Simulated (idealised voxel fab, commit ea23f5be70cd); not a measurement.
This section sets out a process module, namely voxel spacer lines.
Cross-sectional view cut (width: 265 nm; square cell size: 5 nm).
Reading order for cross-sections: top band down to bottom band. Underlying form: a grid of square cells. Band size: one or more rows of cells. It is stipulated that each band's entry specify, in nanometres, the height of the top of the band and then that of its bottom, followed by the materials of the band in left-to-right sequence, each together with its width in nanometres. A single material marked by the word "everywhere" is understood to fill the band from edge to edge; the word "empty" is understood to denote empty space. Heights from 0 (as-received wafer is one material below). Bottom band endless downward, as "0 nm and below". With a width like "30..40", each row of cells in the band differs from the next by the same amount, the top row carrying the first number and the bottom row the second. Step note "no modifications" = no cross-section cell changed. So "Closed cavity list" is basically the list of trapped voids: any empty space of 8 cells or more that can't reach the top through an opening. They're written width x height at distance, the distance being from the left edge, and it's all nm. Heads up: the bit after the settings on a step's line is the simulator's remark on that step. overlay nm: mask offset rightward from planned place, masked step; negative means leftward offset.

Below is the list of planned process steps
1,RECEIVE | material Si
2,CONFORMAL_DEP | material Al2O3 | thk nm 10
3,DIRECTIONAL_DEP | material SiN | thk nm 10
4,DIRECTIONAL_DEP | material aC | thk nm 30
5,PATTERN | tone cover | mask id MANDREL | material resist | width nm 25 | pitch nm 80 | thk nm 35 | overlay nm -15
6,DIRECTIONAL_ETCH | etch materials aC | depth nm 30
7,STRIP | etch materials resist
8,CONFORMAL_DEP | material SiO2 | thk nm 15
9,DIRECTIONAL_ETCH | etch materials SiO2 | depth nm 15
10,STRIP | etch materials aC
11,DIRECTIONAL_ETCH | etch materials SiN | depth nm 10
12,STRIP | etch materials SiO2
13,FILL_DEP | material lowk | thk nm 10
14,CMP | height nm 20
Across this set of wafers, the varied parameter is the overlay nm of step 5. Starting conditions are identical for every wafer, and the plan reports the value assigned to the first wafer.

After step 1, as received: first of several wafers, cross-section
    0 nm and below: Si everywhere
    Closed cavity list: none

End of the module, past its last step, step 14: how the first of several wafers looks in cross-section
    20 nm to 10 nm: lowk 10 nm | SiN 15 nm | lowk 25 nm | SiN 15 nm | lowk 25 nm | SiN 15 nm | lowk 25 nm | SiN 15 nm | lowk 25 nm | SiN 15 nm | lowk 25 nm | SiN 15 nm | lowk 40 nm
    10 nm to 0 nm: Al2O3 everywhere
    0 nm and below: Si everywhere
    Closed cavity list: none

End of module: cross-section, last of several wafers
    20 nm to 10 nm: lowk 40 nm | SiN 15 nm | lowk 25 nm | SiN 15 nm | lowk 25 nm | SiN 15 nm | lowk 25 nm | SiN 15 nm | lowk 25 nm | SiN 15 nm | lowk 25 nm | SiN 15 nm | lowk 10 nm
    10 nm to 0 nm: Al2O3 everywhere
    0 nm and below: Si everywhere
    Closed cavity list: none

Each row below is a wafer at the end of the module, listing for every material the number of cells it has gained (+) or lost (-) since it was received, followed by its closed voids
overlay nm -15; +106 Al2O3; +36 SiN; +70 lowk; Closed cavity list: none
overlay nm -10; +106 Al2O3; +36 SiN; +70 lowk; Closed cavity list: none
overlay nm -5; +106 Al2O3; +36 SiN; +70 lowk; Closed cavity list: none
overlay nm 0; +106 Al2O3; +36 SiN; +70 lowk; Closed cavity list: none
overlay nm 5; +106 Al2O3; +36 SiN; +70 lowk; Closed cavity list: none
overlay nm 10; +106 Al2O3; +36 SiN; +70 lowk; Closed cavity list: none
overlay nm 15; +106 Al2O3; +36 SiN; +70 lowk; Closed cavity list: none
